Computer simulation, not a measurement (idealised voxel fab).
Presented below is a process module, voxel double patterning.
Displayed cross-section: cut, width of 195 nm, square cells sized 5 nm.
Reading order for cross-sections: top band down to bottom band. Underlying form: a grid of square cells. Band size: one or more rows of cells. The band entry comprises the height of the band's top followed by the height of its bottom, expressed in nm, and subsequently the band's materials from left to right, each stated together with its width in nm. Where a single material is marked with the word "edge to edge", that material fills the band from edge to edge. The word "air" represents empty space. Heights are expressed relative to 0, this being the level below which the as-received wafer comprises one material exclusively. The lowest band is unbounded in the downward direction and is denoted as in "0 -> down". Width: "30->40" (first number = top row, second number = bottom row, same change from row to row of cells). The designation "no alteration", where it is given for a processing step, indicates that no cell of the cross-section was altered in the course of that step. For the entry "Sealed internal voids", the listed items are empty spaces with no open way to the top whose size is 8 cells or more; each item follows the pattern width x height at distance, where distance is from the left edge and all three are in nm. Past the settings on a step's line: simulator remark, on that step. "overlay nm" on a masked step: distance the mask lay right of its planned place, negative for left.
The steps planned for the process are as follows:
| 1 | RECEIVE with material Si |
| 2 | CONFORMAL_DEP with material SiO2, thk nm 5 |
| 3 | DIRECTIONAL_DEP with material polySi, thk nm 20 |
| 4 | DIRECTIONAL_DEP with material SiN, thk nm 5 |
| 5 | DIRECTIONAL_DEP with material aC, thk nm 10 |
| 6 | PATTERN with tone open, mask id FIRST, material resist, width nm 15, pitch nm 50, thk nm 30, overlay nm 0 |
| 7 | DIRECTIONAL_ETCH with etch materials aC, depth nm 10 |
| 8 | STRIP with etch materials resist |
| 9 | DIRECTIONAL_ETCH with etch materials SiN, depth nm 5 |
| 10 | STRIP with etch materials aC |
| 11 | PATTERN with tone open, mask id SECOND, material resist, width nm 15, thk nm 20, overlay nm 0 |
| 12 | DIRECTIONAL_ETCH with etch materials SiN, depth nm 5 |
| 13 | STRIP with etch materials resist |
| 14 | DIRECTIONAL_ETCH with etch materials polySi, depth nm 20 |
| 15 | STRIP with etch materials SiN |
The first of the two wafers, which ran as planned:
As received, after step 1:
* 0 -> down | Si edge to edge
* Sealed internal voids: none
After step 2:
* 5 -> 0 | SiO2 edge to edge
* Below a height of 0, the structure has not been altered.
After step 3:
* 25 -> 5 | polySi edge to edge
* Below a height of 5, the structure has not been altered.
After step 4:
* 30 -> 25 | SiN edge to edge
* Below a height of 25, the structure has not been altered.
After step 5:
* 40 -> 30 | aC edge to edge
* Below a height of 30, the structure has not been altered.
After step 6:
* 70 -> 40 | 65 of resist; 15 of air; 35 of resist; 15 of air; 65 of resist
* Below a height of 40, the structure has not been altered.
After step 7:
* 60 -> 40 | 65 of resist; 15 of air; 35 of resist; 15 of air; 65 of resist
* 40 -> 30 | 65 of aC; 15 of air; 35 of aC; 15 of air; 65 of aC
* Below a height of 30, the structure has not been altered.
After step 8:
* 40 -> 30 | 65 of aC; 15 of air; 35 of aC; 15 of air; 65 of aC
* Below a height of 30, the structure has not been altered.
After step 9:
* 40 -> 30 | 65 of aC; 15 of air; 35 of aC; 15 of air; 65 of aC
* 30 -> 25 | 65 of SiN; 15 of air; 35 of SiN; 15 of air; 65 of SiN
* Below a height of 25, the structure has not been altered.
After step 10:
* 30 -> 25 | 65 of SiN; 15 of air; 35 of SiN; 15 of air; 65 of SiN
* Below a height of 25, the structure has not been altered.
After step 11:
* 50 -> 30 | 90 of resist; 15 of air; 90 of resist
* 30 -> 25 | 65 of SiN; 15 of resist; 35 of SiN; 15 of resist; 65 of SiN
* Below a height of 25, the structure has not been altered.
After step 12:
* 50 -> 30 | 90 of resist; 15 of air; 90 of resist
* 30 -> 25 | 65 of SiN; 15 of resist; 10 of SiN; 15 of air; 10 of SiN; 15 of resist; 65 of SiN
* Below a height of 25, the structure has not been altered.
After step 13:
* 30 -> 25 | 65 of SiN; 15 of air; 10 of SiN; 15 of air; 10 of SiN; 15 of air; 65 of SiN
* Below a height of 25, the structure has not been altered.
After step 14:
* 30 -> 25 | 65 of SiN; 15 of air; 10 of SiN; 15 of air; 10 of SiN; 15 of air; 65 of SiN
* 25 -> 5 | 65 of polySi; 15 of air; 10 of polySi; 15 of air; 10 of polySi; 15 of air; 65 of polySi
* Below a height of 5, the structure has not been altered.
After step 15:
* 25 -> 5 | 65 of polySi; 15 of air; 10 of polySi; 15 of air; 10 of polySi; 15 of air; 65 of polySi
* Below a height of 5, the structure has not been altered.
Regarding the second of the two wafers: it shared the first wafer's starting condition and process plan, yet one error occurred during its execution. Its history coincides with that of the first wafer up to and including step 10:
Cross-section of the second wafer corresponding to the planned conclusion of step 11:
* 50 -> 30 | 85 of resist; 25 of air; 85 of resist
* 30 -> 25 | 65 of SiN; 15 of resist; 35 of SiN; 15 of resist; 65 of SiN
* Below a height of 25, the structure has not been altered.
Cross-section of the second wafer corresponding to the planned conclusion of step 12:
* 50 -> 30 | 85 of resist; 25 of air; 85 of resist
* 30 -> 25 | 65 of SiN; 15 of resist; 5 of SiN; 25 of air; 5 of SiN; 15 of resist; 65 of SiN
* Below a height of 25, the structure has not been altered.
Cross-section of the second wafer corresponding to the planned conclusion of step 13:
* 30 -> 25 | 65 of SiN; 15 of air; 5 of SiN; 25 of air; 5 of SiN; 15 of air; 65 of SiN
* Below a height of 25, the structure has not been altered.
Cross-section of the second wafer corresponding to the planned conclusion of step 14:
* 30 -> 25 | 65 of SiN; 15 of air; 5 of SiN; 25 of air; 5 of SiN; 15 of air; 65 of SiN
* 25 -> 5 | 65 of polySi; 15 of air; 5 of polySi; 25 of air; 5 of polySi; 15 of air; 65 of polySi
* Below a height of 5, the structure has not been altered.
Cross-section of the second wafer corresponding to the planned conclusion of step 15:
* 25 -> 5 | 65 of polySi; 15 of air; 5 of polySi; 25 of air; 5 of polySi; 15 of air; 65 of polySi
* Below a height of 5, the structure has not been altered.
Processing error: rather than as planned, step 11 actually ran as PATTERN with tone open, mask id SECOND, material resist, width nm 25, thk nm 20, overlay nm 0
Looking at both finished wafers in cells, the second ends up ahead of or behind the first on some materials: polySi -8
